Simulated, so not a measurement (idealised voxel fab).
The name of this process module is voxel self aligned contacts.
The figure presents cross-section cut, which has a width of 235 nm and is divided into square cells with an edge length of 5 nm.
Reading order for cross-sections: top band down to bottom band. Underlying form: a grid of square cells. Band size: one or more rows of cells.
Heads up on the band format: heights come first, top then bottom, in nm. After that it's the materials left to right, each with its width in nm. A single material flagged "everywhere" fills the whole band edge to edge, and "blank" means there's empty space there.
Where do heights start? At 0: under that level the wafer as delivered is made of one material only. And the lowest band has no floor; it just carries on downward, as in "z 0 and below".
Width: "30 to 40" (first number = top row, second number = bottom row, same change from row to row of cells).
"nothing got changed" for a step: no cell of the cross-section changed in that step.
If an empty space has no open way to the top and is at least 8 cells in size, "Non-vented voids" lists it, written width x height at distance, where distance is measured from the left edge and every value is in nm.
It should be noted that, on the line of a given step, the content following the step's settings is a remark produced by the simulator itself with respect to that step.
overlay nm: on a step with a mask, how far right of its planned place the mask lay; negative means left.

Below is the list of planned process steps
1 op RECEIVE | material Si
2 op CONFORMAL_DEP | material SiO2 | thk nm 5
3 op DIRECTIONAL_DEP | material polySi | thk nm 25
4 op DIRECTIONAL_DEP | material SiN | thk nm 20
5 op PATTERN | tone cover | mask id GATE | material resist | width nm 25 | pitch nm 55 | thk nm 15 | overlay nm 0
6 op DIRECTIONAL_ETCH | etch materials SiN | depth nm 20
7 op DIRECTIONAL_ETCH | etch materials polySi | depth nm 25
8 op STRIP | etch materials resist
9 op CONFORMAL_DEP | material SiN | thk nm 5
10 op DIRECTIONAL_ETCH | etch materials SiN | depth nm 5
11 op FILL_DEP | material SiO2 | thk nm 15
12 op CMP | height nm 55
13 op PATTERN | tone open | mask id CONTACT | material resist | width nm 40 | pitch nm 55 | thk nm 20 | overlay nm 0
14 op DIRECTIONAL_ETCH | etch materials SiO2 | depth nm 55
15 op STRIP | etch materials resist
16 op CONFORMAL_DEP | material TiN | thk nm 5
17 op FILL_DEP | material W | thk nm 10
18 op CMP | height nm 55
19 op CONFORMAL_DEP | material SiN | thk nm 5

Cross-section, incoming material, after step 1
> z 0 and below | Si everywhere
> Non-vented voids: none

As-planned run: cross-section of the first of two wafers at end of module
> z 60 to 55 | SiN everywhere
> z 55 to 50 | 70 nm SiO2, then 15 nm TiN, then 10 nm W, then 15 nm TiN, then 15 nm SiO2, then 15 nm TiN, then 10 nm W, then 15 nm TiN, then 70 nm SiO2
> z 50 to 30 | 45 nm SiO2, then 35 nm SiN, then 5 nm TiN, then 10 nm W, then 5 nm TiN, then 35 nm SiN, then 5 nm TiN, then 10 nm W, then 5 nm TiN, then 35 nm SiN, then 45 nm SiO2
> z 30 to 5 | 45 nm SiO2, then 5 nm SiN, then 25 nm polySi, then 5 nm SiN, then 5 nm TiN, then 10 nm W, then 5 nm TiN, then 5 nm SiN, then 25 nm polySi, then 5 nm SiN, then 5 nm TiN, then 10 nm W, then 5 nm TiN, then 5 nm SiN, then 25 nm polySi, then 5 nm SiN, then 45 nm SiO2
> z 5 to 0 | 80 nm SiO2, then 20 nm TiN, then 35 nm SiO2, then 20 nm TiN, then 80 nm SiO2
> z 0 and below | Si everywhere
> Non-vented voids: none

Second wafer at the end: like start, like plan, one mistake
> z 60 to 55 | SiN everywhere
> z 55 to 50 | 70 nm SiO2, then 10 nm TiN, then 10 nm W, then 20 nm TiN, then 15 nm SiO2, then 10 nm TiN, then 10 nm W, then 20 nm TiN, then 70 nm SiO2
> z 50 to 30 | 40 nm SiO2, then 35 nm SiN, then 5 nm TiN, then 10 nm W, then 5 nm TiN, then 35 nm SiN, then 5 nm TiN, then 10 nm W, then 5 nm TiN, then 35 nm SiN, then 50 nm SiO2
> z 30 to 5 | 40 nm SiO2, then 5 nm SiN, then 25 nm polySi, then 5 nm SiN, then 5 nm TiN, then 10 nm W, then 5 nm TiN, then 5 nm SiN, then 25 nm polySi, then 5 nm SiN, then 5 nm TiN, then 10 nm W, then 5 nm TiN, then 5 nm SiN, then 25 nm polySi, then 5 nm SiN, then 50 nm SiO2
> z 5 to 0 | 75 nm SiO2, then 20 nm TiN, then 35 nm SiO2, then 20 nm TiN, then 85 nm SiO2
> z 0 and below | Si everywhere
> Non-vented voids: none
Short version of what went wrong: step 5 was run on a setting that differed from the plan, and what really ran there is op PATTERN | tone cover | mask id GATE | material resist | width nm 25 | pitch nm 55 | thk nm 15 | overlay nm -5
At the end, the second wafer has the same number of cells of each material as the first, but those cells sit in other places.
